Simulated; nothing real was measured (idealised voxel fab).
This is a process module. Its name is voxel wiring stack.
Square cells of 5 nm make up the cross-section cut, whose width is 205 nm.
We lay out every cross-section as a grid of square cells and spell it out in bands from the top down, where one band means one or more rows of cells. This entry defines a band. It first specifies the height of the band's top and the height of its bottom in nm, and then specifies the band's materials from left to right, stating each material with its width in nm. The word "full width" identifies a single material that fills the band from edge to edge, while the word "air" identifies empty space. Zero point of the height axis is 0; under it, received wafer = one material. Lowest band: continues down indefinitely, "0 nm and below". With a width like "30..40", each row of cells in the band differs from the next by the same amount, the top row carrying the first number and the bottom row the second. The cross-section has no changed cell in any step marked "left unchanged". You'll see "Completely enclosed voids" listing empty spaces that have no way open to the top, as long as they're 8 cells or more; the notation is width x height at distance, where the distance is from the left edge, and all of it is in nm. Post-settings text on a step line: simulator's own remark regarding the step. The line of a step may include "overlay nm". On a step with a mask, this value is how far to the right of its planned place the mask lay. A negative value means the mask lay to the left. Reading guide: pairs of cross-sections, before and after one process step; after view cut off at lowest changed band; step and settings listed under each pair. Pairs may stem from different runs of this module on the same starting wafer; continuity with the pair above only where the "Cross-section, before" entry states it.

[Cross-section, before]
> 95 nm to 90 nm = TiN=35  air=15  TiN=25  air=15  TiN=25  air=15  TiN=25  air=15  TiN=35
> 90 nm to 65 nm = SiO2=30  TiN=5  air=15  TiN=5  SiO2=15  TiN=5  air=15  TiN=5  SiO2=15  TiN=5  air=15  TiN=5  SiO2=15  TiN=5  air=15  TiN=5  SiO2=30
> 65 nm to 60 nm = SiN=30  TiN=25  SiN=15  TiN=25  SiN=15  TiN=25  SiN=15  TiN=25  SiN=30
> 60 nm to 50 nm = SiO2=30  Ru=15  SiO2=25  Ru=15  SiO2=25  Ru=15  SiO2=25  Ru=15  SiO2=40
> 50 nm to 40 nm = SiCN=30..25  Ru=15..35  SiCN=25..5  Ru=15..35  SiCN=25..5  Ru=15..35  SiCN=25..5  Ru=15..35  SiCN=40..25
> 40 nm to 15 nm = SiO2=30  TiN=5  Cu=15  TiN=5  SiO2=15  TiN=5  Cu=15  TiN=5  SiO2=15  TiN=5  Cu=15  TiN=5  SiO2=15  TiN=5  Cu=15  TiN=5  SiO2=30
> 15 nm to 10 nm = SiCN=30  TiN=25  SiCN=15  TiN=25  SiCN=15  TiN=25  SiCN=15  TiN=25  SiCN=30
> 10 nm to 0 nm = SiO2 full width
> 0 nm and below = Si full width
> Completely enclosed voids: none

[Result of Step]
> 100 nm to 95 nm = SiN full width
> 95 nm to 90 nm = TiN=35  SiN=15  TiN=25  SiN=15  TiN=25  SiN=15  TiN=25  SiN=15  TiN=35
> 90 nm to 65 nm = SiO2=30  TiN=5  SiN=15  TiN=5  SiO2=15  TiN=5  SiN=15  TiN=5  SiO2=15  TiN=5  SiN=15  TiN=5  SiO2=15  TiN=5  SiN=15  TiN=5  SiO2=30
> Nothing below the height 65 has changed.
> Completely enclosed voids: none
For reference, the processing step occurring between the two cross-sections presented above is as follows: FILL_DEP,material SiN,thk nm 5

Cross-section, before: just use the after drawing of the pair above as your starting point.

[Result of Step]
> 90 nm to 65 nm = SiO2=30  TiN=5  SiN=15  TiN=5  SiO2=15  TiN=5  SiN=15  TiN=5  SiO2=15  TiN=5  SiN=15  TiN=5  SiO2=15  TiN=5  SiN=15  TiN=5  SiO2=30
> Nothing below the height 65 has changed.
> Completely enclosed voids: none
For reference, the processing step occurring between the two cross-sections presented above is as follows: CMP,height nm 90

Cross-section, before: just use the after drawing of the pair above as your starting point.

[Result of Step]
> 95 nm to 90 nm = SiCN full width
> Nothing below the height 90 has changed.
> Completely enclosed voids: none
For reference, the processing step occurring between the two cross-sections presented above is as follows: CONFORMAL_DEP,material SiCN,thk nm 5

Cross-section, before: just use the after drawing of the pair above as your starting point.

[Result of Step]
> 110 nm to 95 nm = lowk full width
> Nothing below the height 95 has changed.
> Completely enclosed voids: none
For reference, the processing step occurring between the two cross-sections presented above is as follows: DIRECTIONAL_DEP,material lowk,thk nm 15

Cross-section, before: just use the after drawing of the pair above as your starting point.

[Result of Step]
> 110 nm to 95 nm = lowk=30  air=15  lowk=25  air=15  lowk=25  air=15  lowk=25  air=15  lowk=40
> Nothing below the height 95 has changed.
> Completely enclosed voids: none
For reference, the processing step occurring between the two cross-sections presented above is as follows: MASKED_ETCH,tone open,mask id PLUG_2,width nm 15,pitch nm 40,etch materials lowk,depth nm 15,overlay nm 0

Cross-section, before: just use the after drawing of the pair above as your starting point.

[Result of Step]
> 110 nm to 95 nm = lowk=30  air=15  lowk=25  air=15  lowk=25  air=15  lowk=25  air=15  lowk=40
> 95 nm to 90 nm = SiCN=30  air=15  SiCN=25  air=15  SiCN=25  air=15  SiCN=25  air=15  SiCN=40
> Nothing below the height 90 has changed.
> Completely enclosed voids: none
For reference, the processing step occurring between the two cross-sections presented above is as follows: MASKED_ETCH,tone open,mask id PLUG_2,width nm 15,pitch nm 40,etch materials SiCN,depth nm 5,overlay nm 0

Cross-section, before: just use the after drawing of the pair above as your starting point.

[Result of Step]
> 110 nm to 100 nm = lowk=30  air=15  lowk=25  air=15  lowk=25  air=15  lowk=25  air=15  lowk=40
> 100 nm to 95 nm = lowk=30  Ru=15  lowk=25  Ru=15  lowk=25  Ru=15  lowk=25  Ru=15  lowk=40
> 95 nm to 90 nm = SiCN=30  Ru=15  SiCN=25  Ru=15  SiCN=25  Ru=15  SiCN=25  Ru=15  SiCN=40
> Nothing below the height 90 has changed.
> Completely enclosed voids: none
For reference, the processing step occurring between the two cross-sections presented above is as follows: EPI,material Ru,thk nm 10

Cross-section, before: just use the after drawing of the pair above as your starting point.

[Result of Step]
> 110 nm to 95 nm = lowk=30  Ru=15  lowk=25  Ru=15  lowk=25  Ru=15  lowk=25  Ru=15  lowk=40
> Nothing below the height 95 has changed.
> Completely enclosed voids: none
For reference, the processing step occurring between the two cross-sections presented above is as follows: EPI,material Ru,thk nm 10

Cross-section, before: just use the after drawing of the pair above as your starting point.

[Result of Step]
> 115 nm to 110 nm = SiCN full width
> Nothing below the height 110 has changed.
> Completely enclosed voids: none
For reference, the processing step occurring between the two cross-sections presented above is as follows: CONFORMAL_DEP,material SiCN,thk nm 5

Cross-section, before: just use the after drawing of the pair above as your starting point.

[Result of Step]
> 135 nm to 115 nm = lowk full width
> Nothing below the height 115 has changed.
> Completely enclosed voids: none
For reference, the processing step occurring between the two cross-sections presented above is as follows: DIRECTIONAL_DEP,material lowk,thk nm 20

Cross-section, before: just use the after drawing of the pair above as your starting point.

[Result of Step]
> 150 nm to 135 nm = aC full width
> Nothing below the height 135 has changed.
> Completely enclosed voids: none
For reference, the processing step occurring between the two cross-sections presented above is as follows: DIRECTIONAL_DEP,material aC,thk nm 15

Cross-section, before: just use the after drawing of the pair above as your starting point.

[Result of Step]
> 185 nm to 150 nm = resist=30  air=25  resist=15  air=25  resist=15  air=25  resist=15  air=25  resist=30
> Nothing below the height 150 has changed.
> Completely enclosed voids: none
For reference, the processing step occurring between the two cross-sections presented above is as follows: PATTERN,tone open,mask id METAL_3,material resist,width nm 25,pitch nm 40,thk nm 35,overlay nm 0

Cross-section, before: just use the after drawing of the pair above as your starting point.

[Result of Step]
> 170 nm to 150 nm = resist=30  air=25  resist=15  air=25  resist=15  air=25  resist=15  air=25  resist=30
> 150 nm to 135 nm = aC=30  air=25  aC=15  air=25  aC=15  air=25  aC=15  air=25  aC=30
> Nothing below the height 135 has changed.
> Completely enclosed voids: none
For reference, the processing step occurring between the two cross-sections presented above is as follows: DIRECTIONAL_ETCH,etch materials aC,depth nm 15

Cross-section, before: just use the after drawing of the pair above as your starting point.

[Result of Step]
> 150 nm to 135 nm = aC=30  air=25  aC=15  air=25  aC=15  air=25  aC=15  air=25  aC=30
> Nothing below the height 135 has changed.
> Completely enclosed voids: none
For reference, the processing step occurring between the two cross-sections presented above is as follows: STRIP,etch materials resist

Cross-section, before: just use the after drawing of the pair above as your starting point.

[Result of Step]
> 150 nm to 135 nm = aC=30  air=25  aC=15  air=25  aC=15  air=25  aC=15  air=25  aC=30
> 135 nm to 115 nm = lowk=30  air=25  lowk=15  air=25  lowk=15  air=25  lowk=15  air=25  lowk=30
> Nothing below the height 115 has changed.
> Completely enclosed voids: none
For reference, the processing step occurring between the two cross-sections presented above is as follows: DIRECTIONAL_ETCH,etch materials lowk,depth nm 20

Cross-section, before: just use the after drawing of the pair above as your starting point.

[Result of Step]
> 150 nm to 135 nm = aC=30  air=25  aC=15  air=25  aC=15  air=25  aC=15  air=25  aC=30
> 135 nm to 115 nm = lowk=30  air=25  lowk=15  air=25  lowk=15  air=25  lowk=15  air=25  lowk=30
> 115 nm to 110 nm = SiCN=30  air=25  SiCN=15  air=25  SiCN=15  air=25  SiCN=15  air=25  SiCN=30
> Nothing below the height 110 has changed.
> Completely enclosed voids: none
For reference, the processing step occurring between the two cross-sections presented above is as follows: DIRECTIONAL_ETCH,etch materials SiCN,depth nm 5

Cross-section, before: just use the after drawing of the pair above as your starting point.

[Result of Step]
> 135 nm to 115 nm = lowk=30  air=25  lowk=15  air=25  lowk=15  air=25  lowk=15  air=25  lowk=30
> Nothing below the height 115 has changed.
> Completely enclosed voids: none
For reference, the processing step occurring between the two cross-sections presented above is as follows: STRIP,etch materials aC

Cross-section, before: just use the after drawing of the pair above as your starting point.

[Result of Step]
> 140 nm to 135 nm = TiN=35  air=15  TiN=25  air=15  TiN=25  air=15  TiN=25  air=15  TiN=35
> 135 nm to 115 nm = lowk=30  TiN=5  air=15  TiN=5  lowk=15  TiN=5  air=15  TiN=5  lowk=15  TiN=5  air=15  TiN=5  lowk=15  TiN=5  air=15  TiN=5  lowk=30
> 115 nm to 110 nm = SiCN=30  TiN=25  SiCN=15  TiN=25  SiCN=15  TiN=25  SiCN=15  TiN=25  SiCN=30
> Nothing below the height 110 has changed.
> Completely enclosed voids: none
For reference, the processing step occurring between the two cross-sections presented above is as follows: CONFORMAL_DEP,material TiN,thk nm 5

Cross-section, before: just use the after drawing of the pair above as your starting point.

[Result of Step]
> 150 nm to 140 nm = Cu full width
> 140 nm to 135 nm = TiN=35  Cu=15  TiN=25  Cu=15  TiN=25  Cu=15  TiN=25  Cu=15  TiN=35
> 135 nm to 115 nm = lowk=30  TiN=5  Cu=15  TiN=5  lowk=15  TiN=5  Cu=15  TiN=5  lowk=15  TiN=5  Cu=15  TiN=5  lowk=15  TiN=5  Cu=15  TiN=5  lowk=30
> Nothing below the height 115 has changed.
> Completely enclosed voids: none
For reference, the processing step occurring between the two cross-sections presented above is as follows: FILL_DEP,material Cu,thk nm 10

Cross-section, before: just use the after drawing of the pair above as your starting point.

[Result of Step]
> 135 nm to 115 nm = lowk=30  TiN=5  Cu=15  TiN=5  lowk=15  TiN=5  Cu=15  TiN=5  lowk=15  TiN=5  Cu=15  TiN=5  lowk=15  TiN=5  Cu=15  TiN=5  lowk=30
> Nothing below the height 115 has changed.
> Completely enclosed voids: none
For reference, the processing step occurring between the two cross-sections presented above is as follows: CMP,height nm 135

Cross-section, before: just use the after drawing of the pair above as your starting point.

[Result of Step]
> 140 nm to 135 nm = SiN full width
> Nothing below the height 135 has changed.
> Completely enclosed voids: none
For reference, the processing step occurring between the two cross-sections presented above is as follows: CONFORMAL_DEP,material SiN,thk nm 5

[Cross-section, before]
> 40 nm to 15 nm = SiO2 full width
> 15 nm to 10 nm = SiCN full width
> 10 nm to 0 nm = SiO2 full width
> 0 nm and below = Si full width
> Completely enclosed voids: none

[Result of Step]
> 55 nm to 40 nm = air=30  resist=25  air=15  resist=25  air=15  resist=25  air=15  resist=25  air=30
> Nothing below the height 40 has changed.
> Completely enclosed voids: none
For reference, the processing step occurring between the two cross-sections presented above is as follows: PATTERN,tone cover,mask id METAL_1,material resist,width nm 25,pitch nm 40,thk nm 15,overlay nm 0

Cross-section, before: just use the after drawing of the pair above as your starting point.

[Result of Step]
> 55 nm to 40 nm = air=30  resist=25  air=15  resist=25  air=15  resist=25  air=15  resist=25  air=30
> 40 nm to 15 nm = air=30  SiO2=25  air=15  SiO2=25  air=15  SiO2=25  air=15  SiO2=25  air=30
> Nothing below the height 15 has changed.
> Completely enclosed voids: none
For reference, the processing step occurring between the two cross-sections presented above is as follows: DIRECTIONAL_ETCH,etch materials SiO2,depth nm 25

Cross-section, before: just use the after drawing of the pair above as your starting point.

[Result of Step]
> 55 nm to 40 nm = air=30  resist=25  air=15  resist=25  air=15  resist=25  air=15  resist=25  air=30
> 40 nm to 15 nm = air=30  SiO2=25  air=15  SiO2=25  air=15  SiO2=25  air=15  SiO2=25  air=30
> 15 nm to 10 nm = air=30  SiCN=25  air=15  SiCN=25  air=15  SiCN=25  air=15  SiCN=25  air=30
> Nothing below the height 10 has changed.
> Completely enclosed voids: none
For reference, the processing step occurring between the two cross-sections presented above is as follows: DIRECTIONAL_ETCH,etch materials SiCN,depth nm 5

Cross-section, before: just use the after drawing of the pair above as your starting point.

[Result of Step]
> 40 nm to 15 nm = air=30  SiO2=25  air=15  SiO2=25  air=15  SiO2=25  air=15  SiO2=25  air=30
> Nothing below the height 15 has changed.
> Completely enclosed voids: none
For reference, the processing step occurring between the two cross-sections presented above is as follows: STRIP,etch materials resist

Cross-section, before: just use the after drawing of the pair above as your starting point.

[Result of Step]
> 45 nm to 40 nm = air=25  TiN=35  air=5  TiN=35  air=5  TiN=35  air=5  TiN=35  air=25
> 40 nm to 15 nm = air=25  TiN=5  SiO2=25  TiN=5  air=5  TiN=5  SiO2=25  TiN=5  air=5  TiN=5  SiO2=25  TiN=5  air=5  TiN=5  SiO2=25  TiN=5  air=25
> 15 nm to 10 nm = TiN=30  SiCN=25  TiN=15  SiCN=25  TiN=15  SiCN=25  TiN=15  SiCN=25  TiN=30
> Nothing below the height 10 has changed.
> Completely enclosed voids: none
For reference, the processing step occurring between the two cross-sections presented above is as follows: CONFORMAL_DEP,material TiN,thk nm 5

Cross-section, before: just use the after drawing of the pair above as your starting point.

[Result of Step]
> 50 nm to 45 nm = Cu full width
> 45 nm to 40 nm = Cu=25  TiN=35  Cu=5  TiN=35  Cu=5  TiN=35  Cu=5  TiN=35  Cu=25
> 40 nm to 15 nm = Cu=25  TiN=5  SiO2=25  TiN=5  Cu=5  TiN=5  SiO2=25  TiN=5  Cu=5  TiN=5  SiO2=25  TiN=5  Cu=5  TiN=5  SiO2=25  TiN=5  Cu=25
> Nothing below the height 15 has changed.
> Completely enclosed voids: none
For reference, the processing step occurring between the two cross-sections presented above is as follows: FILL_DEP,material Cu,thk nm 5

Cross-section, before: just use the after drawing of the pair above as your starting point.

[Result of Step]
> 40 nm to 15 nm = Cu=25  TiN=5  SiO2=25  TiN=5  Cu=5  TiN=5  SiO2=25  TiN=5  Cu=5  TiN=5  SiO2=25  TiN=5  Cu=5  TiN=5  SiO2=25  TiN=5  Cu=25
> Nothing below the height 15 has changed.
> Completely enclosed voids: none
For reference, the processing step occurring between the two cross-sections presented above is as follows: CMP,height nm 40

Cross-section, before: just use the after drawing of the pair above as your starting point.

[Result of Step]
> 45 nm to 40 nm = Ru=35  air=15  Ru=25  air=15  Ru=25  air=15  Ru=25  air=15  Ru=35
> Nothing below the height 40 has changed.
> Completely enclosed voids: none
For reference, the processing step occurring between the two cross-sections presented above is as follows: EPI,material Ru,thk nm 5

Cross-section, before: just use the after drawing of the pair above as your starting point.

[Result of Step]
> 50 nm to 45 nm = SiCN full width
> 45 nm to 40 nm = Ru=35  SiCN=15  Ru=25  SiCN=15  Ru=25  SiCN=15  Ru=25  SiCN=15  Ru=35
> Nothing below the height 40 has changed.
> Completely enclosed voids: none
For reference, the processing step occurring between the two cross-sections presented above is as follows: FILL_DEP,material SiCN,thk nm 5

Cross-section, before: just use the after drawing of the pair above as your starting point.

[Result of Step]
> 60 nm to 50 nm = SiO2 full width
> Nothing below the height 50 has changed.
> Completely enclosed voids: none
For reference, the processing step occurring between the two cross-sections presented above is as follows: DIRECTIONAL_DEP,material SiO2,thk nm 10

Cross-section, before: just use the after drawing of the pair above as your starting point.

[Result of Step]
> 60 nm to 50 nm = SiO2=30  air=15  SiO2=25  air=15  SiO2=25  air=15  SiO2=25  air=15  SiO2=40
> Nothing below the height 50 has changed.
> Completely enclosed voids: none
For reference, the processing step occurring between the two cross-sections presented above is as follows: MASKED_ETCH,tone open,mask id PLUG_1,width nm 15,pitch nm 40,etch materials SiO2,depth nm 10,overlay nm 0

Cross-section, before: just use the after drawing of the pair above as your starting point.

[Result of Step]
> 60 nm to 50 nm = SiO2=30  air=15  SiO2=25  air=15  SiO2=25  air=15  SiO2=25  air=15  SiO2=40
> 50 nm to 45 nm = SiCN=30  air=15  SiCN=25  air=15  SiCN=25  air=15  SiCN=25  air=15  SiCN=40
> Nothing below the height 45 has changed.
> Completely enclosed voids: none
For reference, the processing step occurring between the two cross-sections presented above is as follows: MASKED_ETCH,tone open,mask id PLUG_1,width nm 15,pitch nm 40,etch materials SiCN,depth nm 5,overlay nm 0

Cross-section, before: just use the after drawing of the pair above as your starting point.

[Result of Step]
> 60 nm to 55 nm = SiO2=30  air=15  SiO2=25  air=15  SiO2=25  air=15  SiO2=25  air=15  SiO2=40
> 55 nm to 50 nm = SiO2=30  Ru=15  SiO2=25  Ru=15  SiO2=25  Ru=15  SiO2=25  Ru=15  SiO2=40
> 50 nm to 45 nm = SiCN=30  Ru=15  SiCN=25  Ru=15  SiCN=25  Ru=15  SiCN=25  Ru=15  SiCN=40
> Nothing below the height 45 has changed.
> Completely enclosed voids: none
For reference, the processing step occurring between the two cross-sections presented above is as follows: EPI,material Ru,thk nm 10

Cross-section, before: just use the after drawing of the pair above as your starting point.

[Result of Step]
> 60 nm to 50 nm = SiO2=30  Ru=15  SiO2=25  Ru=15  SiO2=25  Ru=15  SiO2=25  Ru=15  SiO2=40
> Nothing below the height 50 has changed.
> Completely enclosed voids: none
For reference, the processing step occurring between the two cross-sections presented above is as follows: EPI,material Ru,thk nm 5

Cross-section, before: just use the after drawing of the pair above as your starting point.

[Result of Step]
> 65 nm to 60 nm = SiN full width
> Nothing below the height 60 has changed.
> Completely enclosed voids: none
For reference, the processing step occurring between the two cross-sections presented above is as follows: CONFORMAL_DEP,material SiN,thk nm 5

Cross-section, before: just use the after drawing of the pair above as your starting point.

[Result of Step]
> 90 nm to 65 nm = SiO2 full width
> Nothing below the height 65 has changed.
> Completely enclosed voids: none
For reference, the processing step occurring between the two cross-sections presented above is as follows: DIRECTIONAL_DEP,material SiO2,thk nm 25

Cross-section, before: just use the after drawing of the pair above as your starting point.

[Result of Step]
> 90 nm to 65 nm = SiO2=30  air=25  SiO2=15  air=25  SiO2=15  air=25  SiO2=15  air=25  SiO2=30
> Nothing below the height 65 has changed.
> Completely enclosed voids: none
For reference, the processing step occurring between the two cross-sections presented above is as follows: MASKED_ETCH,tone open,mask id METAL_2,width nm 25,pitch nm 40,etch materials SiO2,depth nm 25,overlay nm 0

Cross-section, before: just use the after drawing of the pair above as your starting point.

[Result of Step]
> 90 nm to 65 nm = SiO2=30  air=25  SiO2=15  air=25  SiO2=15  air=25  SiO2=15  air=25  SiO2=30
> 65 nm to 60 nm = SiN=30  air=25  SiN=15  air=25  SiN=15  air=25  SiN=15  air=25  SiN=30
> Nothing below the height 60 has changed.
> Completely enclosed voids: none
For reference, the processing step occurring between the two cross-sections presented above is as follows: MASKED_ETCH,tone open,mask id METAL_2,width nm 25,pitch nm 40,etch materials SiN,depth nm 5,overlay nm 0

Cross-section, before: just use the after drawing of the pair above as your starting point.

[Result of Step]
> 95 nm to 90 nm = TiN=35  air=15  TiN=25  air=15  TiN=25  air=15  TiN=25  air=15  TiN=35
> 90 nm to 65 nm = SiO2=30  TiN=5  air=15  TiN=5  SiO2=15  TiN=5  air=15  TiN=5  SiO2=15  TiN=5  air=15  TiN=5  SiO2=15  TiN=5  air=15  TiN=5  SiO2=30
> 65 nm to 60 nm = SiN=30  TiN=25  SiN=15  TiN=25  SiN=15  TiN=25  SiN=15  TiN=25  SiN=30
> Nothing below the height 60 has changed.
> Completely enclosed voids: none
For reference, the processing step occurring between the two cross-sections presented above is as follows: CONFORMAL_DEP,material TiN,thk nm 5

Cross-section, before: just use the after drawing of the pair above as your starting point.

[Result of Step]
> 100 nm to 95 nm = Cu full width
> 95 nm to 90 nm = TiN=35  Cu=15  TiN=25  Cu=15  TiN=25  Cu=15  TiN=25  Cu=15  TiN=35
> 90 nm to 65 nm = SiO2=30  TiN=5  Cu=15  TiN=5  SiO2=15  TiN=5  Cu=15  TiN=5  SiO2=15  TiN=5  Cu=15  TiN=5  SiO2=15  TiN=5  Cu=15  TiN=5  SiO2=30
> Nothing below the height 65 has changed.
> Completely enclosed voids: none
For reference, the processing step occurring between the two cross-sections presented above is as follows: FILL_DEP,material Cu,thk nm 5

Cross-section, before: just use the after drawing of the pair above as your starting point.

[Result of Step]
> 90 nm to 65 nm = SiO2=30  TiN=5  Cu=15  TiN=5  SiO2=15  TiN=5  Cu=15  TiN=5  SiO2=15  TiN=5  Cu=15  TiN=5  SiO2=15  TiN=5  Cu=15  TiN=5  SiO2=30
> Nothing below the height 65 has changed.
> Completely enclosed voids: none
For reference, the processing step occurring between the two cross-sections presented above is as follows: CMP,height nm 90

Cross-section, before: just use the after drawing of the pair above as your starting point.

[Result of Step]
> 95 nm to 90 nm = SiCN full width
> Nothing below the height 90 has changed.
> Completely enclosed voids: none
For reference, the processing step occurring between the two cross-sections presented above is as follows: CONFORMAL_DEP,material SiCN,thk nm 5

Cross-section, before: just use the after drawing of the pair above as your starting point.

[Result of Step]
> 110 nm to 95 nm = lowk full width
> Nothing below the height 95 has changed.
> Completely enclosed voids: none
For reference, the processing step occurring between the two cross-sections presented above is as follows: DIRECTIONAL_DEP,material lowk,thk nm 15

Cross-section, before: just use the after drawing of the pair above as your starting point.

[Result of Step]
> 110 nm to 95 nm = lowk=30  air=15  lowk=25  air=15  lowk=25  air=15  lowk=25  air=15  lowk=40
> Nothing below the height 95 has changed.
> Completely enclosed voids: none
For reference, the processing step occurring between the two cross-sections presented above is as follows: MASKED_ETCH,tone open,mask id PLUG_2,width nm 15,pitch nm 40,etch materials lowk,depth nm 15,overlay nm 0

Cross-section, before: just use the after drawing of the pair above as your starting point.

[Result of Step]
> 110 nm to 95 nm = lowk=30  air=15  lowk=25  air=15  lowk=25  air=15  lowk=25  air=15  lowk=40
> 95 nm to 90 nm = SiCN=30  air=15  SiCN=25  air=15  SiCN=25  air=15  SiCN=25  air=15  SiCN=40
> Nothing below the height 90 has changed.
> Completely enclosed voids: none
For reference, the processing step occurring between the two cross-sections presented above is as follows: MASKED_ETCH,tone open,mask id PLUG_2,width nm 15,pitch nm 40,etch materials SiCN,depth nm 5,overlay nm 0

Cross-section, before: just use the after drawing of the pair above as your starting point.

[Result of Step]
> 110 nm to 100 nm = lowk=30  air=15  lowk=25  air=15  lowk=25  air=15  lowk=25  air=15  lowk=40
> 100 nm to 95 nm = lowk=30  Ru=15  lowk=25  Ru=15  lowk=25  Ru=15  lowk=25  Ru=15  lowk=40
> 95 nm to 90 nm = SiCN=30  Ru=15  SiCN=25  Ru=15  SiCN=25  Ru=15  SiCN=25  Ru=15  SiCN=40
> Nothing below the height 90 has changed.
> Completely enclosed voids: none
For reference, the processing step occurring between the two cross-sections presented above is as follows: EPI,material Ru,thk nm 10

Cross-section, before: just use the after drawing of the pair above as your starting point.

[Result of Step]
> 110 nm to 95 nm = lowk=30  Ru=15  lowk=25  Ru=15  lowk=25  Ru=15  lowk=25  Ru=15  lowk=40
> Nothing below the height 95 has changed.
> Completely enclosed voids: none
For reference, the processing step occurring between the two cross-sections presented above is as follows: EPI,material Ru,thk nm 10

Cross-section, before: just use the after drawing of the pair above as your starting point.

[Result of Step]
> 115 nm to 110 nm = SiCN full width
> Nothing below the height 110 has changed.
> Completely enclosed voids: none
For reference, the processing step occurring between the two cross-sections presented above is as follows: CONFORMAL_DEP,material SiCN,thk nm 5

Cross-section, before: just use the after drawing of the pair above as your starting point.

[Result of Step]
> 135 nm to 115 nm = lowk full width
> Nothing below the height 115 has changed.
> Completely enclosed voids: none
For reference, the processing step occurring between the two cross-sections presented above is as follows: DIRECTIONAL_DEP,material lowk,thk nm 20

Cross-section, before: just use the after drawing of the pair above as your starting point.

[Result of Step]
> 150 nm to 135 nm = aC full width
> Nothing below the height 135 has changed.
> Completely enclosed voids: none
For reference, the processing step occurring between the two cross-sections presented above is as follows: DIRECTIONAL_DEP,material aC,thk nm 15

Cross-section, before: just use the after drawing of the pair above as your starting point.

[Result of Step]
> 185 nm to 150 nm = resist=30  air=25  resist=15  air=25  resist=15  air=25  resist=15  air=25  resist=30
> Nothing below the height 150 has changed.
> Completely enclosed voids: none
For reference, the processing step occurring between the two cross-sections presented above is as follows: PATTERN,tone open,mask id METAL_3,material resist,width nm 25,pitch nm 40,thk nm 35,overlay nm 0

Cross-section, before: just use the after drawing of the pair above as your starting point.

[Result of Step]
> 170 nm to 150 nm = resist=30  air=25  resist=15  air=25  resist=15  air=25  resist=15  air=25  resist=30
> 150 nm to 135 nm = aC=30  air=25  aC=15  air=25  aC=15  air=25  aC=15  air=25  aC=30
> Nothing below the height 135 has changed.
> Completely enclosed voids: none
For reference, the processing step occurring between the two cross-sections presented above is as follows: DIRECTIONAL_ETCH,etch materials aC,depth nm 15

Cross-section, before: just use the after drawing of the pair above as your starting point.

[Result of Step]
> 150 nm to 135 nm = aC=30  air=25  aC=15  air=25  aC=15  air=25  aC=15  air=25  aC=30
> Nothing below the height 135 has changed.
> Completely enclosed voids: none
For reference, the processing step occurring between the two cross-sections presented above is as follows: STRIP,etch materials resist

Cross-section, before: just use the after drawing of the pair above as your starting point.

[Result of Step]
> 150 nm to 135 nm = aC=30  air=25  aC=15  air=25  aC=15  air=25  aC=15  air=25  aC=30
> 135 nm to 115 nm = lowk=30  air=25  lowk=15  air=25  lowk=15  air=25  lowk=15  air=25  lowk=30
> Nothing below the height 115 has changed.
> Completely enclosed voids: none
For reference, the processing step occurring between the two cross-sections presented above is as follows: DIRECTIONAL_ETCH,etch materials lowk,depth nm 20

Cross-section, before: just use the after drawing of the pair above as your starting point.

[Result of Step]
> 150 nm to 135 nm = aC=30  air=25  aC=15  air=25  aC=15  air=25  aC=15  air=25  aC=30
> 135 nm to 115 nm = lowk=30  air=25  lowk=15  air=25  lowk=15  air=25  lowk=15  air=25  lowk=30
> 115 nm to 110 nm = SiCN=30  air=25  SiCN=15  air=25  SiCN=15  air=25  SiCN=15  air=25  SiCN=30
> Nothing below the height 110 has changed.
> Completely enclosed voids: none
For reference, the processing step occurring between the two cross-sections presented above is as follows: DIRECTIONAL_ETCH,etch materials SiCN,depth nm 5

Cross-section, before: just use the after drawing of the pair above as your starting point.

[Result of Step]
> 135 nm to 115 nm = lowk=30  air=25  lowk=15  air=25  lowk=15  air=25  lowk=15  air=25  lowk=30
> Nothing below the height 115 has changed.
> Completely enclosed voids: none
For reference, the processing step occurring between the two cross-sections presented above is as follows: STRIP,etch materials aC

Cross-section, before: just use the after drawing of the pair above as your starting point.

[Result of Step]
> 140 nm to 135 nm = TiN=35  air=15  TiN=25  air=15  TiN=25  air=15  TiN=25  air=15  TiN=35
> 135 nm to 115 nm = lowk=30  TiN=5  air=15  TiN=5  lowk=15  TiN=5  air=15  TiN=5  lowk=15  TiN=5  air=15  TiN=5  lowk=15  TiN=5  air=15  TiN=5  lowk=30
> 115 nm to 110 nm = SiCN=30  TiN=25  SiCN=15  TiN=25  SiCN=15  TiN=25  SiCN=15  TiN=25  SiCN=30
> Nothing below the height 110 has changed.
> Completely enclosed voids: none
For reference, the processing step occurring between the two cross-sections presented above is as follows: CONFORMAL_DEP,material TiN,thk nm 5

Cross-section, before: just use the after drawing of the pair above as your starting point.

[Result of Step]
> 150 nm to 140 nm = Cu full width
> 140 nm to 135 nm = TiN=35  Cu=15  TiN=25  Cu=15  TiN=25  Cu=15  TiN=25  Cu=15  TiN=35
> 135 nm to 115 nm = lowk=30  TiN=5  Cu=15  TiN=5  lowk=15  TiN=5  Cu=15  TiN=5  lowk=15  TiN=5  Cu=15  TiN=5  lowk=15  TiN=5  Cu=15  TiN=5  lowk=30
> Nothing below the height 115 has changed.
> Completely enclosed voids: none
For reference, the processing step occurring between the two cross-sections presented above is as follows: FILL_DEP,material Cu,thk nm 10

Cross-section, before: just use the after drawing of the pair above as your starting point.

[Result of Step]
> 135 nm to 115 nm = lowk=30  TiN=5  Cu=15  TiN=5  lowk=15  TiN=5  Cu=15  TiN=5  lowk=15  TiN=5  Cu=15  TiN=5  lowk=15  TiN=5  Cu=15  TiN=5  lowk=30
> Nothing below the height 115 has changed.
> Completely enclosed voids: none
For reference, the processing step occurring between the two cross-sections presented above is as follows: CMP,height nm 135

Cross-section, before: just use the after drawing of the pair above as your starting point.

[Result of Step]
> 140 nm to 135 nm = SiN full width
> Nothing below the height 135 has changed.
> Completely enclosed voids: none
For reference, the processing step occurring between the two cross-sections presented above is as follows: CONFORMAL_DEP,material SiN,thk nm 5
